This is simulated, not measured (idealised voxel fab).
The following is a process module called voxel self aligned vias.
Cross-section cut spans 145 nm and uses square cells 5 nm in size.
In what follows, cross-sections appear as grids of square cells, described through bands that run from the top down, where every band is one or more rows of cells. Look at the band entry: it leads with the top's height and the bottom's height in nm. Then it lists the materials left to right, with a width in nm for each. The word "all across" on a single material says that material fills the band edge to edge. The word "air" is empty space. Measure heights from 0. That's the level where, below it, the as-received wafer is all one material. The lowest band is bottomless and extends downward; write it as in "from 0 down". It should be noted that a width expressed as "30->40" varies in equal increments from row to row of cells within the band, taking the value of the first number at the top row and that of the second number at the bottom row. What does "stayed the same" mean for a step? It means no cell of the cross-section changed in that step. Basically, "Enclosed void entries" tells you about the enclosed voids: empty spaces with no open way to the top, 8 cells or bigger, each written width x height at distance, where distance is from the left edge, all in nm. The remark found on a step's line after its settings is issued by the simulator itself and pertains to that step. "overlay nm" denotes, for a step that has a mask, the displacement of the mask to the right of its planned place, with negative values corresponding to the left.
## The planned process steps are enumerated hereunder
1,RECEIVE,material Si
2,CONFORMAL_DEP,material SiO2,thk nm 10
3,CONFORMAL_DEP,material SiCN,thk nm 5
4,DIRECTIONAL_DEP,material SiO2,thk nm 30
5,DIRECTIONAL_DEP,material aC,thk nm 10
6,PATTERN,tone open,mask id LINES,material resist,width nm 30,pitch nm 65,thk nm 25,overlay nm 0
7,DIRECTIONAL_ETCH,etch materials aC,depth nm 10
8,STRIP,etch materials resist
9,DIRECTIONAL_ETCH,etch materials SiO2,depth nm 30
10,STRIP,etch materials aC
11,CONFORMAL_DEP,material TiN,thk nm 5
12,FILL_DEP,material W,thk nm 5
13,CMP,height nm 45
14,SELECTIVE_ETCH,etch materials W Ru TiN,depth nm 10
15,FILL_DEP,material SiN,thk nm 10
16,CMP,height nm 45
17,DIRECTIONAL_DEP,material SiO2,thk nm 20
18,MASKED_ETCH,tone open,mask id VIAS,width nm 50,etch materials SiO2,depth nm 20,overlay nm 0
19,MASKED_ETCH,tone open,mask id VIAS,width nm 50,etch materials SiN,depth nm 10,overlay nm 0
20,CONFORMAL_DEP,material TiN,thk nm 5
21,FILL_DEP,material Cu,thk nm 10
22,CMP,height nm 65
23,CONFORMAL_DEP,material SiCN,thk nm 5
## The following pertains to the first of two wafers, which was processed as planned
## This is the cross-section of the wafer as we received it, i.e. after step 1
  from 0 down  Si all across
  Enclosed void entries: none
## Wafer section view after processing step 2
  from 10 to 0  SiO2 all across
  No changes below 0.
## Wafer section view after processing step 3
  from 15 to 10  SiCN all across
  No changes below 10.
## Wafer section view after processing step 4
  from 45 to 15  SiO2 all across
  No changes below 15.
## Wafer section view after processing step 5
  from 55 to 45  aC all across
  No changes below 45.
## Wafer section view after processing step 6
  from 80 to 55  resist (25) / air (30) / resist (35) / air (30) / resist (25)
  No changes below 55.
## Wafer section view after processing step 7
  from 70 to 55  resist (25) / air (30) / resist (35) / air (30) / resist (25)
  from 55 to 45  aC (25) / air (30) / aC (35) / air (30) / aC (25)
  No changes below 45.
## Wafer section view after processing step 8
  from 55 to 45  aC (25) / air (30) / aC (35) / air (30) / aC (25)
  No changes below 45.
## Wafer section view after processing step 9
  from 55 to 45  aC (25) / air (30) / aC (35) / air (30) / aC (25)
  from 45 to 15  SiO2 (25) / air (30) / SiO2 (35) / air (30) / SiO2 (25)
  No changes below 15.
## Wafer section view after processing step 10
  from 45 to 15  SiO2 (25) / air (30) / SiO2 (35) / air (30) / SiO2 (25)
  No changes below 15.
## Wafer section view after processing step 11
  from 50 to 45  TiN (30) / air (20) / TiN (45) / air (20) / TiN (30)
  from 45 to 20  SiO2 (25) / TiN (5) / air (20) / TiN (5) / SiO2 (35) / TiN (5) / air (20) / TiN (5) / SiO2 (25)
  from 20 to 15  SiO2 (25) / TiN (30) / SiO2 (35) / TiN (30) / SiO2 (25)
  No changes below 15.
## Wafer section view after processing step 12
  from 55 to 50  W all across
  from 50 to 45  TiN (30) / W (20) / TiN (45) / W (20) / TiN (30)
  from 45 to 20  SiO2 (25) / TiN (5) / W (20) / TiN (5) / SiO2 (35) / TiN (5) / W (20) / TiN (5) / SiO2 (25)
  No changes below 20.
## Wafer section view after processing step 13
  from 45 to 20  SiO2 (25) / TiN (5) / W (20) / TiN (5) / SiO2 (35) / TiN (5) / W (20) / TiN (5) / SiO2 (25)
  No changes below 20.
## Wafer section view after processing step 14
  from 45 to 35  SiO2 (25) / air (30) / SiO2 (35) / air (30) / SiO2 (25)
  No changes below 35.
## Wafer section view after processing step 15
  from 55 to 45  SiN all across
  from 45 to 35  SiO2 (25) / SiN (30) / SiO2 (35) / SiN (30) / SiO2 (25)
  No changes below 35.
## Wafer section view after processing step 16
  from 45 to 35  SiO2 (25) / SiN (30) / SiO2 (35) / SiN (30) / SiO2 (25)
  No changes below 35.
## Wafer section view after processing step 17
  from 65 to 45  SiO2 all across
  No changes below 45.
## Wafer section view after processing step 18
  from 65 to 45  SiO2 (15) / air (50) / SiO2 (80)
  No changes below 45.
## Wafer section view after processing step 19
  from 65 to 45  SiO2 (15) / air (50) / SiO2 (80)
  from 45 to 35  SiO2 (25) / air (30) / SiO2 (35) / SiN (30) / SiO2 (25)
  No changes below 35.
## Wafer section view after processing step 20
  from 70 to 65  TiN (20) / air (40) / TiN (85)
  from 65 to 50  SiO2 (15) / TiN (5) / air (40) / TiN (5) / SiO2 (80)
  from 50 to 45  SiO2 (15) / TiN (15) / air (20) / TiN (15) / SiO2 (80)
  from 45 to 40  SiO2 (25) / TiN (5) / air (20) / TiN (5) / SiO2 (35) / SiN (30) / SiO2 (25)
  from 40 to 35  SiO2 (25) / TiN (30) / SiO2 (35) / SiN (30) / SiO2 (25)
  No changes below 35.
## Wafer section view after processing step 21
  from 80 to 70  Cu all across
  from 70 to 65  TiN (20) / Cu (40) / TiN (85)
  from 65 to 50  SiO2 (15) / TiN (5) / Cu (40) / TiN (5) / SiO2 (80)
  from 50 to 45  SiO2 (15) / TiN (15) / Cu (20) / TiN (15) / SiO2 (80)
  from 45 to 40  SiO2 (25) / TiN (5) / Cu (20) / TiN (5) / SiO2 (35) / SiN (30) / SiO2 (25)
  No changes below 40.
## Wafer section view after processing step 22
  from 65 to 50  SiO2 (15) / TiN (5) / Cu (40) / TiN (5) / SiO2 (80)
  No changes below 50.
## Wafer section view after processing step 23
  from 70 to 65  SiCN all across
  No changes below 65.
## What follows concerns the second wafer, which started out like the first and was meant to follow the very same plan; one mistake crept in when it was run, but everything up to and including step 5 is the same as for the first wafer
## Second wafer, sectioned view, at step 6's planned end time
  from 80 to 55  resist (30) / air (25) / resist (40) / air (25) / resist (25)
  No changes below 55.
## Second wafer, sectioned view, at step 7's planned end time
  from 70 to 55  resist (30) / air (25) / resist (40) / air (25) / resist (25)
  from 55 to 45  aC (30) / air (25) / aC (40) / air (25) / aC (25)
  No changes below 45.
## Second wafer, sectioned view, at step 8's planned end time
  from 55 to 45  aC (30) / air (25) / aC (40) / air (25) / aC (25)
  No changes below 45.
## Second wafer, sectioned view, at step 9's planned end time
  from 55 to 45  aC (30) / air (25) / aC (40) / air (25) / aC (25)
  from 45 to 15  SiO2 (30) / air (25) / SiO2 (40) / air (25) / SiO2 (25)
  No changes below 15.
## Second wafer, sectioned view, at step 10's planned end time
  from 45 to 15  SiO2 (30) / air (25) / SiO2 (40) / air (25) / SiO2 (25)
  No changes below 15.
## Second wafer, sectioned view, at step 11's planned end time
  from 50 to 45  TiN (35) / air (15) / TiN (50) / air (15) / TiN (30)
  from 45 to 20  SiO2 (30) / TiN (5) / air (15) / TiN (5) / SiO2 (40) / TiN (5) / air (15) / TiN (5) / SiO2 (25)
  from 20 to 15  SiO2 (30) / TiN (25) / SiO2 (40) / TiN (25) / SiO2 (25)
  No changes below 15.
## Second wafer, sectioned view, at step 12's planned end time
  from 55 to 50  W all across
  from 50 to 45  TiN (35) / W (15) / TiN (50) / W (15) / TiN (30)
  from 45 to 20  SiO2 (30) / TiN (5) / W (15) / TiN (5) / SiO2 (40) / TiN (5) / W (15) / TiN (5) / SiO2 (25)
  No changes below 20.
## Second wafer, sectioned view, at step 13's planned end time
  from 45 to 20  SiO2 (30) / TiN (5) / W (15) / TiN (5) / SiO2 (40) / TiN (5) / W (15) / TiN (5) / SiO2 (25)
  No changes below 20.
## Second wafer, sectioned view, at step 14's planned end time
  from 45 to 35  SiO2 (30) / air (25) / SiO2 (40) / air (25) / SiO2 (25)
  No changes below 35.
## Second wafer, sectioned view, at step 15's planned end time
  from 55 to 45  SiN all across
  from 45 to 35  SiO2 (30) / SiN (25) / SiO2 (40) / SiN (25) / SiO2 (25)
  No changes below 35.
## Second wafer, sectioned view, at step 16's planned end time
  from 45 to 35  SiO2 (30) / SiN (25) / SiO2 (40) / SiN (25) / SiO2 (25)
  No changes below 35.
## Second wafer, sectioned view, at step 17's planned end time
  from 65 to 45  SiO2 all across
  No changes below 45.
## Second wafer, sectioned view, at step 18's planned end time
  from 65 to 45  SiO2 (15) / air (50) / SiO2 (80)
  No changes below 45.
## Second wafer, sectioned view, at step 19's planned end time
  from 65 to 45  SiO2 (15) / air (50) / SiO2 (80)
  from 45 to 35  SiO2 (30) / air (25) / SiO2 (40) / SiN (25) / SiO2 (25)
  No changes below 35.
## Second wafer, sectioned view, at step 20's planned end time
  from 70 to 65  TiN (20) / air (40) / TiN (85)
  from 65 to 50  SiO2 (15) / TiN (5) / air (40) / TiN (5) / SiO2 (80)
  from 50 to 45  SiO2 (15) / TiN (20) / air (15) / TiN (15) / SiO2 (80)
  from 45 to 40  SiO2 (30) / TiN (5) / air (15) / TiN (5) / SiO2 (40) / SiN (25) / SiO2 (25)
  from 40 to 35  SiO2 (30) / TiN (25) / SiO2 (40) / SiN (25) / SiO2 (25)
  No changes below 35.
## Second wafer, sectioned view, at step 21's planned end time
  from 80 to 70  Cu all across
  from 70 to 65  TiN (20) / Cu (40) / TiN (85)
  from 65 to 50  SiO2 (15) / TiN (5) / Cu (40) / TiN (5) / SiO2 (80)
  from 50 to 45  SiO2 (15) / TiN (20) / Cu (15) / TiN (15) / SiO2 (80)
  from 45 to 40  SiO2 (30) / TiN (5) / Cu (15) / TiN (5) / SiO2 (40) / SiN (25) / SiO2 (25)
  No changes below 40.
## Second wafer, sectioned view, at step 22's planned end time
  from 65 to 50  SiO2 (15) / TiN (5) / Cu (40) / TiN (5) / SiO2 (80)
  No changes below 50.
## Second wafer, sectioned view, at step 23's planned end time
  from 70 to 65  SiCN all across
  No changes below 65.
Heads up, the wafer didn't run the way we planned it: step 6 deviated from plan and actually ran as PATTERN,tone open,mask id LINES,material resist,width nm 25,pitch nm 65,thk nm 25,overlay nm 0
FYI, end of process, the second wafer has more or fewer cells of some materials than the first: -2 Cu | -2 SiN | +12 SiO2 | -2 TiN | -6 W
